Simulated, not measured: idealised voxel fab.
Process module under the name voxel self aligned vias
Cross-sectional view cut (width: 145 nm; square cell size: 5 nm).
When this document writes out a cross-section, it uses a grid of square cells and lists it as bands, beginning at the top and moving down, with a band standing for one or more rows of cells. Basically the band line says how high the top is and how high the bottom is, in nm, and then what's in it from left to right, every material with its width in nm. Empty space shows up as "blank", and if a single material carries "throughout" it runs the full band edge to edge. Zero point of the height axis is 0; under it, received wafer = one material. Lowest band: continues down indefinitely, "0 nm and below". Width "30..40": first value at the band's top row of cells, second value at its bottom row, equal change from row to row. The designation "no alterations made", where it is given for a processing step, indicates that no cell of the cross-section was altered in the course of that step. "Fully sealed cavities": sealed empty spaces, 8 cells or more, no open way to top, listed width x height at distance, with distance from the left edge and width, height and distance in nm. Read whatever lies past the settings on a step's line as the simulator's own remark about the step. When a step includes a mask, the "overlay nm" setting on its line states how far to the right of its planned place that mask lay, and negative values state how far to the left.

So here's the lineup of process steps we planned
| 1 | RECEIVE | material Si |
| 2 | CONFORMAL_DEP | material SiO2 | thk nm 10 |
| 3 | CONFORMAL_DEP | material SiCN | thk nm 5 |
| 4 | DIRECTIONAL_DEP | material SiO2 | thk nm 30 |
| 5 | MASKED_ETCH | tone open | mask id LINES | width nm 30 | pitch nm 55 | etch materials SiO2 | depth nm 30 | overlay nm 0 |
| 6 | CONFORMAL_DEP | material TiN | thk nm 5 |
| 7 | FILL_DEP | material W | thk nm 5 |
| 8 | CMP | height nm 45 |
| 9 | SELECTIVE_ETCH | etch materials W Ru TiN | depth nm 5 |
| 10 | FILL_DEP | material SiN | thk nm 5 |
| 11 | CMP | height nm 45 |
| 12 | DIRECTIONAL_DEP | material SiO2 | thk nm 15 |
| 13 | MASKED_ETCH | tone open | mask id VIAS | width nm 40 | etch materials SiO2 | depth nm 15 | overlay nm 0 |
| 14 | MASKED_ETCH | tone open | mask id VIAS | width nm 40 | etch materials SiN | depth nm 5 | overlay nm 0 |
| 15 | CONFORMAL_DEP | material TiN | thk nm 5 |
| 16 | FILL_DEP | material Ru | thk nm 5 |
| 17 | CMP | height nm 60 |
| 18 | CONFORMAL_DEP | material SiN | thk nm 5 |

Wafer at receipt (post step 1), cross-section
0 nm and below: Si throughout
Fully sealed cavities: none

Cross-section, end of module. Start: as above. Plan: as above. Execution: one mistake
65 nm to 60 nm: SiCN throughout
60 nm to 50 nm: SiO2 25 nm, then TiN 5 nm, then Ru 30 nm, then TiN 5 nm, then SiO2 80 nm
50 nm to 45 nm: SiO2 25 nm, then TiN 10 nm, then Ru 20 nm, then TiN 10 nm, then SiO2 80 nm
45 nm to 40 nm: SiO2 30 nm, then TiN 30 nm, then SiO2 25 nm, then SiN 30 nm, then SiO2 30 nm
40 nm to 20 nm: SiO2 30 nm, then TiN 5 nm, then W 20 nm, then TiN 5 nm, then SiO2 25 nm, then TiN 5 nm, then W 20 nm, then TiN 5 nm, then SiO2 30 nm
20 nm to 15 nm: SiO2 30 nm, then TiN 30 nm, then SiO2 25 nm, then TiN 30 nm, then SiO2 30 nm
15 nm to 10 nm: SiCN throughout
10 nm to 0 nm: SiO2 throughout
0 nm and below: Si throughout
Fully sealed cavities: none
Diagnosis: step 18 ran with different settings than intended, the actual operation and settings being CONFORMAL_DEP | material SiCN | thk nm 5
